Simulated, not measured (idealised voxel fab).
The process module presented herein is designated voxel ribs on slabs.
Square cell edge 5 nm, section width 265 nm, ID cut.
Cross-section layout: square cells on a grid; listed as bands, top to bottom; a band spans one or more cell rows.
Heights first: top, then bottom, in nm. Then materials, left to right, each with a width in nm. "edge to edge" on a single material: fills the band edge to edge. "blank": empty space.
A quick word on heights: they are counted from 0, and under that level the wafer as it came to us is one material throughout. The lowest band is different from the rest in having no bottom; it simply continues downward, written as in "from 0 down".
The width entry "30..40" should be interpreted row by row: the top row of cells in the band takes the first number, the bottom row takes the second number, and the change between adjacent rows is uniform throughout.
It should be understood that the words "remains unaltered", when stated for a given step, signify that the cross-section underwent no change in any of its cells during that step.
In "Unvented internal voids" the enclosed voids are listed, meaning empty spaces of 8 cells or larger without any opening to the top. The form is width x height at distance, distance from the left edge, units nm.
Note: text after step settings on the step line = simulator remark on that step.
For masked steps, "overlay nm" on the step line gives how far right of plan the mask actually lay; a minus sign means it lay to the left.

The steps planned for the process are as follows
1: RECEIVE, material Si
2: DIRECTIONAL_DEP, material SiO2, thk nm 20
3: DIRECTIONAL_DEP, material polySi, thk nm 20
4: PATTERN, tone cover, mask id RIB, material resist, width nm 30, thk nm 15, overlay nm 0
5: DIRECTIONAL_ETCH, etch materials polySi, depth nm 5
6: STRIP, etch materials resist
7: PATTERN, tone cover, mask id SLAB, material resist, width nm 90, thk nm 20, overlay nm 0
8: DIRECTIONAL_ETCH, etch materials polySi, depth nm 15
9: STRIP, etch materials resist
10: FILL_DEP, material SiO2, thk nm 30
11: CMP, height nm 60
12: DIRECTIONAL_DEP, material TiN, thk nm 10
13: PATTERN, tone cover, mask id HEATER, material resist, width nm 40, thk nm 15, overlay nm 0
14: DIRECTIONAL_ETCH, etch materials TiN, depth nm 10
15: STRIP, etch materials resist
16: CONFORMAL_DEP, material SiN, thk nm 5

First wafer out of two, processed as planned

Cross-section of the wafer as it came to us, i.e., already through step 1
	from 0 down = Si edge to edge
	Unvented internal voids: none

After step 2, in cross-section
	from 20 to 0 = SiO2 edge to edge
	Below 0 it's all the same as before, nothing changed down there.

After step 3, in cross-section
	from 40 to 20 = polySi edge to edge
	Below 20 it's all the same as before, nothing changed down there.

After step 4, in cross-section
	from 55 to 40 = blank 115 | resist 30 | blank 120
	Below 40 it's all the same as before, nothing changed down there.

After step 5, in cross-section
	from 55 to 40 = blank 115 | resist 30 | blank 120
	from 40 to 35 = blank 115 | polySi 30 | blank 120
	Below 35 it's all the same as before, nothing changed down there.

After step 6, in cross-section
	from 40 to 35 = blank 115 | polySi 30 | blank 120
	Below 35 it's all the same as before, nothing changed down there.

After step 7, in cross-section
	from 60 to 40 = blank 85 | resist 90 | blank 90
	from 40 to 35 = blank 85 | resist 30 | polySi 30 | resist 30 | blank 90
	Below 35 it's all the same as before, nothing changed down there.

After step 8, in cross-section
	from 60 to 40 = blank 85 | resist 90 | blank 90
	from 40 to 35 = blank 85 | resist 30 | polySi 30 | resist 30 | blank 90
	from 35 to 20 = blank 85 | polySi 90 | blank 90
	Below 20 it's all the same as before, nothing changed down there.

After step 9, in cross-section
	from 40 to 35 = blank 115 | polySi 30 | blank 120
	Below 35 it's all the same as before, nothing changed down there.

After step 10, in cross-section
	from 70 to 40 = SiO2 edge to edge
	from 40 to 35 = SiO2 115 | polySi 30 | SiO2 120
	from 35 to 20 = SiO2 85 | polySi 90 | SiO2 90
	Below 20 it's all the same as before, nothing changed down there.

After step 11, in cross-section
	from 60 to 40 = SiO2 edge to edge
	Below 40 it's all the same as before, nothing changed down there.

After step 12, in cross-section
	from 70 to 60 = TiN edge to edge
	Below 60 it's all the same as before, nothing changed down there.

After step 13, in cross-section
	from 85 to 70 = blank 110 | resist 40 | blank 115
	Below 70 it's all the same as before, nothing changed down there.

After step 14, in cross-section
	from 85 to 70 = blank 110 | resist 40 | blank 115
	from 70 to 60 = blank 110 | TiN 40 | blank 115
	Below 60 it's all the same as before, nothing changed down there.

After step 15, in cross-section
	from 70 to 60 = blank 110 | TiN 40 | blank 115
	Below 60 it's all the same as before, nothing changed down there.

After step 16, in cross-section
	from 75 to 70 = blank 105 | SiN 50 | blank 110
	from 70 to 65 = blank 105 | SiN 5 | TiN 40 | SiN 5 | blank 110
	from 65 to 60 = SiN 110 | TiN 40 | SiN 115
	Below 60 it's all the same as before, nothing changed down there.

Second wafer: like start, like plan, one mistake. Through step 2 it matches the first wafer

When step 3 should have ended
	from 40 to 0 = SiO2 edge to edge
	Below 0 it's all the same as before, nothing changed down there.

When step 4 should have ended
	from 55 to 40 = blank 115 | resist 30 | blank 120
	Below 40 it's all the same as before, nothing changed down there.

when step 5 should have ended: remains unaltered

When step 6 should have ended
	from 40 to 0 = SiO2 edge to edge
	Below 0 it's all the same as before, nothing changed down there.

When step 7 should have ended
	from 60 to 40 = blank 85 | resist 90 | blank 90
	Below 40 it's all the same as before, nothing changed down there.

when step 8 should have ended: remains unaltered

When step 9 should have ended
	from 40 to 0 = SiO2 edge to edge
	Below 0 it's all the same as before, nothing changed down there.

When step 10 should have ended
	from 70 to 0 = SiO2 edge to edge
	Below 0 it's all the same as before, nothing changed down there.

When step 11 should have ended
	from 60 to 0 = SiO2 edge to edge
	Below 0 it's all the same as before, nothing changed down there.

When step 12 should have ended
	from 70 to 60 = TiN edge to edge
	Below 60 it's all the same as before, nothing changed down there.

When step 13 should have ended
	from 85 to 70 = blank 110 | resist 40 | blank 115
	Below 70 it's all the same as before, nothing changed down there.

When step 14 should have ended
	from 85 to 70 = blank 110 | resist 40 | blank 115
	from 70 to 60 = blank 110 | TiN 40 | blank 115
	Below 60 it's all the same as before, nothing changed down there.

When step 15 should have ended
	from 70 to 60 = blank 110 | TiN 40 | blank 115
	Below 60 it's all the same as before, nothing changed down there.

When step 16 should have ended
	from 75 to 70 = blank 105 | SiN 50 | blank 110
	from 70 to 65 = blank 105 | SiN 5 | TiN 40 | SiN 5 | blank 110
	from 65 to 60 = SiN 110 | TiN 40 | SiN 115
	Below 60 it's all the same as before, nothing changed down there.
Misprocessing identified: contrary to plan, step 3 was performed as DIRECTIONAL_DEP, material SiO2, thk nm 20
Final tally in cells, some materials are higher or lower on the second wafer than on the first: 60 more of SiO2, 60 fewer of polySi
